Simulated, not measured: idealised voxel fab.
The following is a process module called voxel gate over fins.
The cross-section shown here is cut; it is 205 nm wide and divided into square cells measuring 5 nm on a side.
Heads up, the way a cross-section reads in here is a grid of square cells, handed over as bands from the top down, with every band being one or more rows of cells. This entry defines a band. It first specifies the height of the band's top and the height of its bottom in nm, and then specifies the band's materials from left to right, stating each material with its width in nm. The word "all across" identifies a single material that fills the band from edge to edge, while the word "air" identifies empty space. All heights in this document are referenced to 0, defined as the level beneath which the wafer, as received, consists entirely of one material. The lowest band is not bounded below; it extends indefinitely downward and is written in the form "0..down". Width "30 to 40": first value at the band's top row of cells, second value at its bottom row, equal change from row to row. Reading "nothing got changed" for a step: not a cell of the cross-section changed in it. What "Fully closed voids" gives you is every empty space of 8 cells or more that is cut off from the top. Each appears as width x height at distance, with the distance taken from the left edge and width, height and distance all in nm. Whatever follows a step's settings on its line is a remark the simulator itself makes about that step. overlay nm: step with mask; distance mask lay right of planned place; negative value = left of planned place.

SO HERE'S THE LINEUP OF PROCESS STEPS WE PLANNED
step 1: op RECEIVE | material Si
step 2: op CONFORMAL_DEP | material SiN | thk nm 10
step 3: op PATTERN | tone cover | mask id FINS | material resist | width nm 15 | pitch nm 35 | thk nm 15 | overlay nm 0
step 4: op DIRECTIONAL_ETCH | etch materials SiN | depth nm 10
step 5: op DIRECTIONAL_ETCH | etch materials Si | depth nm 35
step 6: op STRIP | etch materials resist
step 7: op FILL_DEP | material SiO2 | thk nm 10
step 8: op CMP | height nm 10
step 9: op SELECTIVE_ETCH | etch materials SiO2 | depth nm 20
step 10: op STRIP | etch materials SiN
step 11: op CONFORMAL_DEP | material HfO2 | thk nm 5
step 12: op CONFORMAL_DEP | material TiN | thk nm 5
step 13: op FILL_DEP | material W | thk nm 15
step 14: op CMP | height nm 20
step 15: op CONFORMAL_DEP | material SiCN | thk nm 10

CROSS-SECTION OF THE INCOMING WAFER, STATE AFTER STEP 1
- 0..down = Si all across
- Fully closed voids: none

THE PLAN ABOVE WAS CARRIED OUT ON THE STARTING STRUCTURE ABOVE WITH ONE MISTAKE, AND THIS CROSS-SECTION SHOWS THE WAFER AT THE END OF THE MODULE
- 30..20 = SiCN all across
- 20..10 = W all across
- 10..5 = TiN all across
- 5..0 = 45 nm HfO2, then 5 nm TiN, then 30 nm HfO2, then 5 nm TiN, then 30 nm HfO2, then 5 nm TiN, then 30 nm HfO2, then 5 nm TiN, then 50 nm HfO2
- 0..-5 = 40 nm Si, then 5 nm HfO2, then 5 nm TiN, then 5 nm HfO2, then 20 nm Si, then 5 nm HfO2, then 5 nm TiN, then 5 nm HfO2, then 20 nm Si, then 5 nm HfO2, then 5 nm TiN, then 5 nm HfO2, then 20 nm Si, then 5 nm HfO2, then 5 nm TiN, then 5 nm HfO2, then 45 nm Si
- -5..-10 = 40 nm Si, then 15 nm HfO2, then 20 nm Si, then 15 nm HfO2, then 20 nm Si, then 15 nm HfO2, then 20 nm Si, then 15 nm HfO2, then 45 nm Si
- -10..-35 = 40 nm Si, then 15 nm SiO2, then 20 nm Si, then 15 nm SiO2, then 20 nm Si, then 15 nm SiO2, then 20 nm Si, then 15 nm SiO2, then 45 nm Si
- -35..down = Si all across
- Fully closed voids: none
Error vs. plan: step 3 deviated from plan and actually ran as op PATTERN | tone open | mask id FINS | material resist | width nm 15 | pitch nm 35 | thk nm 15 | overlay nm 0
